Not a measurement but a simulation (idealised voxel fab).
The document below concerns the process module designated voxel self aligned vias.
It is cross-section cut that appears here, measuring 270 nm in width, its square cells being 5 nm in size.
We lay out every cross-section as a grid of square cells and spell it out in bands from the top down, where one band means one or more rows of cells.
What a band's entry tells you: where the top is and where the bottom is, as heights in nm, and after that what lies inside, material by material from left to right, each with its width in nm. Empty space is written as the word "air", and a single material marked with the word "edge to edge" occupies the band from edge to edge.
Convention: height 0 is the level below which the wafer, as received, is all one material. The lowest band does not terminate at the bottom but continues downward, represented as "0 and below".
You'd read "30..40" like this: the band's top row of cells is as wide as the first number, its bottom row is as wide as the second, and going down, every row changes width by the same amount as the row before did.
Given "all unchanged" for a step, no cell of the cross-section differs between before and after that step.
"Closed internal voids" contains a list of empty spaces, each no smaller than 8 cells and without an open way to the top, written in the form width x height at distance with the distance from the left edge and all three in nm.
Post-settings text on a step line: simulator's own remark regarding the step.
overlay nm: for a step with a mask, the amount by which the mask lay right of where it was planned; a negative amount means left of it.
Intended process steps
- 1: op RECEIVE | material Si
- 2: op CONFORMAL_DEP | material SiO2 | thk nm 10
- 3: op CONFORMAL_DEP | material SiCN | thk nm 5
- 4: op DIRECTIONAL_DEP | material SiO2 | thk nm 20
- 5: op MASKED_ETCH | tone open | mask id LINES | width nm 30 | pitch nm 60 | etch materials SiO2 | depth nm 20 | overlay nm 0
- 6: op CONFORMAL_DEP | material TiN | thk nm 5
- 7: op FILL_DEP | material Ru | thk nm 10
- 8: op CMP | height nm 35
- 9: op SELECTIVE_ETCH | etch materials W Ru TiN | depth nm 10
- 10: op FILL_DEP | material SiN | thk nm 10
- 11: op CMP | height nm 35
- 12: op DIRECTIONAL_DEP | material SiO2 | thk nm 15
- 13: op MASKED_ETCH | tone open | mask id VIAS | width nm 40 | etch materials SiO2 | depth nm 15 | overlay nm 0
- 14: op MASKED_ETCH | tone open | mask id VIAS | width nm 40 | etch materials SiN | depth nm 10 | overlay nm 0
- 15: op CONFORMAL_DEP | material TiN | thk nm 5
- 16: op FILL_DEP | material Ru | thk nm 10
- 17: op CMP | height nm 50
- 18: op CONFORMAL_DEP | material SiN | thk nm 5
As received (post step 1): cross-section
- 0 and below  Si edge to edge
- Closed internal voids: none
The plan above was carried out on the starting structure above with one mistake, and this cross-section shows the wafer at the end of the module
- 65 down to 50  SiN edge to edge
- 50 down to 40  SiO2 85 nm  TiN 5 nm  Ru 30 nm  TiN 5 nm  SiO2 145 nm
- 40 down to 35  SiO2 85 nm  TiN 10 nm  Ru 20 nm  TiN 10 nm  SiO2 145 nm
- 35 down to 30  SiO2 90 nm  TiN 5 nm  Ru 20 nm  TiN 5 nm  SiO2 30 nm  SiN 30 nm  SiO2 90 nm
- 30 down to 25  SiO2 90 nm  TiN 30 nm  SiO2 30 nm  SiN 30 nm  SiO2 90 nm
- 25 down to 20  SiO2 90 nm  TiN 5 nm  Ru 20 nm  TiN 5 nm  SiO2 30 nm  TiN 5 nm  Ru 20 nm  TiN 5 nm  SiO2 90 nm
- 20 down to 15  SiO2 90 nm  TiN 30 nm  SiO2 30 nm  TiN 30 nm  SiO2 90 nm
- 15 down to 10  SiCN edge to edge
- 10 down to 0  SiO2 edge to edge
- 0 and below  Si edge to edge
- Closed internal voids: none
Run error: not per plan at step 18, really ran op CONFORMAL_DEP | material SiN | thk nm 15
